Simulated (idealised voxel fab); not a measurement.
process module | voxel self aligned contacts
cross-section cut | 240 nm wide | cells 5 nm
A cross-section is a grid of square cells, given in bands from the top down. A band is one or more rows of cells.
Each band's line starts with the height of the band's top and of its bottom, in nm. Then come its materials from left to right, each with its width in nm. One material with "throughout" fills the band from edge to edge. "air" is empty space.
Height 0 is the level under which the wafer as received is all one material. The lowest band goes on downwards, as in "0 down".
A width such as "30 to 40" changes by the same amount from each row of cells to the next, from the band's top row to its bottom row.
"no change" after a step means that no cell of the cross-section changed.
closed voids: empty space of 8 cells or more with no open way to the top, each as width x height at its distance from the left edge, in nm
after a step's settings: what the simulator itself notes on the step
overlay nm, on a step with a mask: how far to the right of its planned place the mask lay; to the left if negative
plan
1 op RECEIVE | material Si
2 op OXIDIZE | depth nm 5
3 op DIRECTIONAL_DEP | material polySi | thk nm 30
4 op DIRECTIONAL_DEP | material SiN | thk nm 20
5 op DIRECTIONAL_DEP | material aC | thk nm 10
6 op PATTERN | tone cover | mask id GATE | material resist | width nm 25 | pitch nm 65 | thk nm 30 | overlay nm 0
7 op DIRECTIONAL_ETCH | etch materials aC | depth nm 10
8 op STRIP | etch materials resist
9 op DIRECTIONAL_ETCH | etch materials SiN | depth nm 20
10 op DIRECTIONAL_ETCH | etch materials polySi | depth nm 30
11 op STRIP | etch materials aC
12 op CONFORMAL_DEP | material SiN | thk nm 10
13 op DIRECTIONAL_ETCH | etch materials SiN | depth nm 10
14 op FILL_DEP | material SiO2 | thk nm 15
15 op CMP | height nm 60
16 op DIRECTIONAL_DEP | material aC | thk nm 10
17 op PATTERN | tone open | mask id CONTACT | material resist | width nm 50 | thk nm 25 | overlay nm 0
18 op DIRECTIONAL_ETCH | etch materials aC | depth nm 10
19 op STRIP | etch materials resist
20 op DIRECTIONAL_ETCH | etch materials SiO2 | depth nm 65
21 op STRIP | etch materials aC
22 op CONFORMAL_DEP | material TiN | thk nm 5
23 op FILL_DEP | material W | thk nm 5
24 op CMP | height nm 60
25 op CONFORMAL_DEP | material SiN | thk nm 5
as received, after step 1
  0 down: Si throughout
  closed voids: none
first wafer at the end, as planned
  65 to 60: SiN throughout
  60 to 50: SiO2 95 | TiN 5 to 20 | W 40 to 10 | TiN 5 to 20 | SiO2 95
  50 to 30: SiO2 65 | SiN 45 | TiN 5 | W 10 | TiN 5 | SiN 45 | SiO2 65
  30 to 0: SiO2 65 | SiN 10 | polySi 25 | SiN 10 | TiN 5 | W 10 | TiN 5 | SiN 10 | polySi 25 | SiN 10 | SiO2 65
  0 to -5: SiO2 110 | TiN 20 | SiO2 110
  -5 down: Si throughout
  closed voids: none
second wafer at the end: like start, like plan, one mistake
  65 to 60: SiN throughout
  60 to 50: SiO2 95 | TiN 5 to 20 | W 40 to 10 | TiN 5 to 20 | SiO2 95
  50 to 30: SiO2 65 | SiN 45 | TiN 5 | W 10 | TiN 5 | SiN 45 | SiO2 65
  30 to 5: SiO2 65 | SiN 10 | polySi 25 | SiN 10 | TiN 5 | W 10 | TiN 5 | SiN 10 | polySi 25 | SiN 10 | SiO2 65
  5 to 0: SiO2 65 | SiN 10 | polySi 25 | SiN 10 | TiN 20 | SiN 10 | polySi 25 | SiN 10 | SiO2 65
  0 down: Si throughout
  closed voids: none
what went wrong: step 2 was left out
at the end the second wafer has, in cells: 48 more of Si | 44 fewer of SiO2 | 2 fewer of TiN | 2 fewer of W
